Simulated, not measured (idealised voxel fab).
The process module that follows is named voxel wiring stack.
The cross-section shown here is cut; it is 260 nm wide and divided into square cells measuring 5 nm on a side.
Notation: cross-section as square-cell grid; stated in bands, top first, going down; one or more cell rows per band.
This entry defines a band. It first specifies the height of the band's top and the height of its bottom in nm, and then specifies the band's materials from left to right, stating each material with its width in nm. The word "throughout" identifies a single material that fills the band from edge to edge, while the word "empty" identifies empty space.
Height datum 0, below which the as-received substrate wafer is one material. Lowest band open at the bottom, running downward: "z 0 and below".
It should be noted that a width expressed as "30..40" varies in equal increments from row to row of cells within the band, taking the value of the first number at the top row and that of the second number at the bottom row.
"no alteration", as given for a step, is the statement that not any cell of the cross-section underwent a change during that step.
"Fully sealed voids" specifies each empty space that is not open to the top and that occupies no fewer than 8 cells, using the form width x height at distance, the distance measured from the left edge and all three quantities in nm.
Heads up: the bit after the settings on a step's line is the simulator's remark on that step.
The setting "overlay nm" may be written on the line of a step. When the step uses a mask, the value reports how far to the right of the planned place the mask lay, and a negative value reports that it lay to the left.
Process steps - plan:
step 1: RECEIVE, material Si
step 2: CONFORMAL_DEP, material SiO2, thk nm 10
step 3: DIRECTIONAL_DEP, material TiN, thk nm 5
step 4: DIRECTIONAL_DEP, material Ru, thk nm 25
step 5: MASKED_ETCH, tone cover, mask id METAL_1, width nm 25, pitch nm 45, etch materials Ru, depth nm 25, overlay nm 0
step 6: MASKED_ETCH, tone cover, mask id METAL_1, width nm 25, pitch nm 45, etch materials TiN, depth nm 5, overlay nm 0
step 7: FILL_DEP, material lowk, thk nm 10
step 8: CMP, height nm 40
step 9: CONFORMAL_DEP, material SiCN, thk nm 5
step 10: DIRECTIONAL_DEP, material lowk, thk nm 30
step 11: PATTERN, tone open, mask id METAL_2, material resist, width nm 25, pitch nm 45, thk nm 20, overlay nm 0
step 12: DIRECTIONAL_ETCH, etch materials lowk, depth nm 20
step 13: STRIP, etch materials resist
step 14: PATTERN, tone open, mask id METAL_2_HOLES, material resist, width nm 15, pitch nm 45, thk nm 15, overlay nm 0
step 15: DIRECTIONAL_ETCH, etch materials lowk, depth nm 10
step 16: DIRECTIONAL_ETCH, etch materials SiCN, depth nm 5
step 17: STRIP, etch materials resist
step 18: CONFORMAL_DEP, material TiN, thk nm 5
step 19: FILL_DEP, material Ru, thk nm 5
step 20: CMP, height nm 75
step 21: CONFORMAL_DEP, material SiCN, thk nm 5
step 22: DIRECTIONAL_DEP, material lowk, thk nm 10
step 23: DIRECTIONAL_DEP, material aC, thk nm 10
step 24: PATTERN, tone open, mask id PLUG_2, material resist, width nm 15, pitch nm 45, thk nm 30, overlay nm 0
step 25: DIRECTIONAL_ETCH, etch materials aC, depth nm 10
step 26: STRIP, etch materials resist
step 27: DIRECTIONAL_ETCH, etch materials lowk, depth nm 10
step 28: DIRECTIONAL_ETCH, etch materials SiCN, depth nm 5
step 29: STRIP, etch materials aC
step 30: EPI, material Ru, thk nm 10
step 31: EPI, material Ru, thk nm 5
step 32: DIRECTIONAL_DEP, material TiN, thk nm 5
step 33: DIRECTIONAL_DEP, material W, thk nm 25
step 34: PATTERN, tone cover, mask id METAL_3, material resist, width nm 25, pitch nm 45, thk nm 20, overlay nm 0
step 35: DIRECTIONAL_ETCH, etch materials W, depth nm 25
step 36: DIRECTIONAL_ETCH, etch materials TiN, depth nm 5
step 37: STRIP, etch materials resist
step 38: FILL_DEP, material lowk, thk nm 10
step 39: CMP, height nm 120
step 40: CONFORMAL_DEP, material SiN, thk nm 5
Wafer at receipt (post step 1), cross-section:
	z 0 and below | Si throughout
	Fully sealed voids: none
As-planned run: cross-section of the first of two wafers at end of module:
	z 125 to 120 | SiN throughout
	z 120 to 95 | lowk (95); W (25); lowk (20); W (25); lowk (95)
	z 95 to 90 | lowk (95); TiN (25); lowk (20); TiN (25); lowk (95)
	z 90 to 80 | lowk (95); Ru (15); lowk (30); Ru (15); lowk (105)
	z 80 to 75 | SiCN (95); Ru (15); SiCN (30); Ru (15); SiCN (105)
	z 75 to 60 | lowk (95); TiN (5); Ru (15); TiN (5); lowk (20); TiN (5); Ru (15); TiN (5); lowk (95)
	z 60 to 55 | lowk (95); TiN (5); Ru (5); TiN (15); lowk (20); TiN (5); Ru (5); TiN (15); lowk (95)
	z 55 to 45 | lowk (95); TiN (5); Ru (5); TiN (5); lowk (30); TiN (5); Ru (5); TiN (5); lowk (105)
	z 45 to 40 | SiCN (95); TiN (15); SiCN (30); TiN (15); SiCN (105)
	z 40 to 15 | lowk (95); Ru (25); lowk (20); Ru (25); lowk (95)
	z 15 to 10 | lowk (95); TiN (25); lowk (20); TiN (25); lowk (95)
	z 10 to 0 | SiO2 throughout
	z 0 and below | Si throughout
	Fully sealed voids: none
Cross-section, second wafer: same start as the first, same plan as the first, one mistake in running it; taken at the end of the module:
	z 125 to 120 | SiN throughout
	z 120 to 110 | lowk (110); W (10); lowk (35); W (10); lowk (95)
	z 110 to 95 | lowk (95); W (25); lowk (20); W (25); lowk (95)
	z 95 to 90 | lowk (95); W (15); TiN (10); lowk (20); W (15); TiN (10); lowk (95)
	z 90 to 85 | lowk (95); W (15); lowk (30); W (15); lowk (105)
	z 85 to 80 | lowk (95); TiN (15); lowk (30); TiN (15); lowk (105)
	z 80 to 75 | lowk throughout
	z 75 to 60 | lowk (95); TiN (5); Ru (15); TiN (5); lowk (20); TiN (5); Ru (15); TiN (5); lowk (95)
	z 60 to 55 | lowk (95); TiN (5); Ru (5); TiN (15); lowk (20); TiN (5); Ru (5); TiN (15); lowk (95)
	z 55 to 45 | lowk (95); TiN (5); Ru (5); TiN (5); lowk (30); TiN (5); Ru (5); TiN (5); lowk (105)
	z 45 to 40 | SiCN (95); TiN (15); SiCN (30); TiN (15); SiCN (105)
	z 40 to 15 | lowk (95); Ru (25); lowk (20); Ru (25); lowk (95)
	z 15 to 10 | lowk (95); TiN (25); lowk (20); TiN (25); lowk (95)
	z 10 to 0 | SiO2 throughout
	z 0 and below | Si throughout
	Fully sealed voids: none
What was done differently from what was planned? step 21 went in with a setting other than planned; the actual run was CONFORMAL_DEP, material lowk, thk nm 5
Counted in cells at the end, the second wafer holds more or fewer of these materials than the first: -18 Ru; -46 SiCN; +64 lowk
